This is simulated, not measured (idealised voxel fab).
process module | voxel ribs on slabs
cross-section cut | 140 nm wide | cells 5 nm
A cross-section is a grid of square cells, given in bands from the top down. A band is one or more rows of cells.
Each band's line starts with the height of the band's top and of its bottom, in nm. Then come its materials from left to right, each with its width in nm. One material with "throughout" fills the band from edge to edge. "air" is empty space.
Height 0 is the level under which the wafer as received is all one material. The lowest band goes on downwards, as in "0 down".
A width such as "30 to 40" changes by the same amount from each row of cells to the next, from the band's top row to its bottom row.
"no change" after a step means that no cell of the cross-section changed.
closed voids: empty space of 8 cells or more with no open way to the top, each as width x height at its distance from the left edge, in nm
after a step's settings: what the simulator itself notes on the step
overlay nm, on a step with a mask: how far to the right of its planned place the mask lay; to the left if negative
plan
1 op RECEIVE | material Si
2 op DIRECTIONAL_DEP | material SiO2 | thk nm 20
3 op DIRECTIONAL_DEP | material polySi | thk nm 20
4 op PATTERN | tone cover | mask id RIB | material resist | width nm 30 | thk nm 20 | overlay nm 0
5 op DIRECTIONAL_ETCH | etch materials polySi | depth nm 15
6 op STRIP | etch materials resist
7 op DIRECTIONAL_DEP | material aC | thk nm 15
8 op PATTERN | tone cover | mask id SLAB | material resist | width nm 60 | thk nm 35 | overlay nm 0
9 op DIRECTIONAL_ETCH | etch materials aC | depth nm 15
10 op STRIP | etch materials resist
11 op DIRECTIONAL_ETCH | etch materials polySi | depth nm 5
12 op STRIP | etch materials aC
13 op FILL_DEP | material SiO2 | thk nm 15
14 op CMP | height nm 50
15 op DIRECTIONAL_DEP | material TiN | thk nm 5
16 op MASKED_ETCH | tone cover | mask id HEATER | width nm 40 | etch materials TiN | depth nm 5 | overlay nm 0
17 op CONFORMAL_DEP | material SiO2 | thk nm 5
as received, after step 1
  0 down: Si throughout
  closed voids: none
first wafer at the end, as planned
  60 to 55: air 45 | SiO2 50 | air 45
  55 to 50: SiO2 50 | TiN 40 | SiO2 50
  50 to 40: SiO2 throughout
  40 to 25: SiO2 55 | polySi 30 | SiO2 55
  25 to 20: SiO2 40 | polySi 60 | SiO2 40
  20 to 0: SiO2 throughout
  0 down: Si throughout
  closed voids: none
second wafer at the end: like start, like plan, one mistake
  60 to 55: air 45 | SiO2 50 | air 45
  55 to 50: SiO2 50 | TiN 40 | SiO2 50
  50 to 40: SiO2 throughout
  40 to 25: SiO2 55 | polySi 30 | SiO2 55
  25 to 20: SiO2 35 | polySi 60 | SiO2 45
  20 to 0: SiO2 throughout
  0 down: Si throughout
  closed voids: none
what went wrong: step 8 ran as: op PATTERN | tone cover | mask id SLAB | material resist | width nm 60 | thk nm 35 | overlay nm -5
at the end the second wafer has, in cells: as many of each material as the first, in other places
